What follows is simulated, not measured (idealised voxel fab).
process module | voxel gate over fins
cross-section cut | 235 nm wide | cells 5 nm
A cross-section is a grid of square cells, given in bands from the top down. A band is one or more rows of cells.
Each band's line starts with the height of the band's top and of its bottom, in nm. Then come its materials from left to right, each with its width in nm. One material with "throughout" fills the band from edge to edge. "air" is empty space.
Height 0 is the level under which the wafer as received is all one material. The lowest band goes on downwards, as in "0 down".
A width such as "30 to 40" changes by the same amount from each row of cells to the next, from the band's top row to its bottom row.
"no change" after a step means that no cell of the cross-section changed.
closed voids: empty space of 8 cells or more with no open way to the top, each as width x height at its distance from the left edge, in nm
after a step's settings: what the simulator itself notes on the step
overlay nm, on a step with a mask: how far to the right of its planned place the mask lay; to the left if negative
plan
1 op RECEIVE | material Si
2 op CONFORMAL_DEP | material SiN | thk nm 5
3 op MASKED_ETCH | tone cover | mask id FINS | width nm 15 | pitch nm 55 | etch materials SiN | depth nm 5 | overlay nm 0
4 op MASKED_ETCH | tone cover | mask id FINS | width nm 15 | pitch nm 55 | etch materials Si | depth nm 40 | overlay nm 0
5 op OXIDIZE | depth nm 5
6 op FILL_DEP | material SiO2 | thk nm 10
7 op CMP | height nm 5
8 op PATTERN | tone open | mask id RAIL | material resist | width nm 15 | thk nm 20 | overlay nm 0
9 op DIRECTIONAL_ETCH | etch materials SiO2 | depth nm 40
10 op STRIP | etch materials resist
11 op CONFORMAL_DEP | material TiN | thk nm 5
12 op FILL_DEP | material Ru | thk nm 5
13 op CMP | height nm 5
14 op SELECTIVE_ETCH | etch materials W Ru TiN | depth nm 25
15 op FILL_DEP | material SiO2 | thk nm 5
16 op CMP | height nm 5
17 op SELECTIVE_ETCH | etch materials SiO2 | depth nm 15
18 op STRIP | etch materials SiN
19 op CONFORMAL_DEP | material HfO2 | thk nm 5
20 op CONFORMAL_DEP | material TiN | thk nm 5
21 op CONFORMAL_DEP | material TiAl | thk nm 5
22 op CONFORMAL_DEP | material TiN | thk nm 5
23 op FILL_DEP | material W | thk nm 15
24 op CMP | height nm 30
25 op CONFORMAL_DEP | material SiN | thk nm 5
as received, after step 1
  0 down: Si throughout
  closed voids: none
a wafer at the end: this start, this plan, one mistake
  35 to 30: SiN throughout
  30 to 20: W throughout
  20 to 15: W 65 | TiN 45 | W 10 | TiN 45 | W 70
  15 to 10: W 65 | TiN 5 | TiAl 35 | TiN 5 | W 10 | TiN 5 | TiAl 35 | TiN 5 | W 70
  10 to 5: W 65 | TiN 5 | TiAl 5 | TiN 25 | TiAl 5 | TiN 5 | W 10 | TiN 5 | TiAl 5 | TiN 25 | TiAl 5 | TiN 5 | W 70
  5 to 0: W 65 | TiN 5 | TiAl 5 | TiN 5 | HfO2 15 | TiN 5 | TiAl 5 | TiN 5 | W 10 | TiN 5 | TiAl 5 | TiN 5 | HfO2 15 | TiN 5 | TiAl 5 | TiN 5 | W 70
  0 to -5: W 65 | TiN 5 | TiAl 5 | TiN 5 | HfO2 5 | Si 5 | HfO2 5 | TiN 5 | TiAl 5 | TiN 20 | TiAl 5 | TiN 5 | HfO2 5 | Si 5 | HfO2 5 | TiN 5 | TiAl 5 | TiN 5 | W 70
  -5 to -10: TiN 70 | TiAl 5 | TiN 5 | HfO2 5 | Si 5 | HfO2 5 | TiN 5 | TiAl 30 | TiN 5 | HfO2 5 | Si 5 | HfO2 5 | TiN 5 | TiAl 5 | TiN 75
  -10 to -15: TiAl 75 | TiN 5 | HfO2 5 | Si 5 | HfO2 5 | TiN 40 | HfO2 5 | Si 5 | HfO2 5 | TiN 5 | TiAl 80
  -15 to -20: TiN 80 | HfO2 5 | Si 5 | HfO2 5 | TiN 5 | HfO2 25 | TiN 10 | HfO2 5 | Si 5 | HfO2 5 | TiN 85
  -20 to -25: HfO2 85 | Si 5 | HfO2 15 | TiN 5 | Ru 5 | TiN 5 | HfO2 20 | Si 5 | HfO2 90
  -25 to -30: SiO2 85 | Si 5 | SiO2 15 | TiN 5 | Ru 5 | TiN 5 | SiO2 20 | Si 5 | SiO2 90
  -30 to -35: SiO2 85 | Si 5 | SiO2 15 | TiN 15 | SiO2 20 | Si 5 | SiO2 90
  -35 to -45: SiO2 85 | Si 5 | SiO2 50 | Si 5 | SiO2 90
  -45 down: Si throughout
  closed voids: none
what went wrong: step 17 was run twice
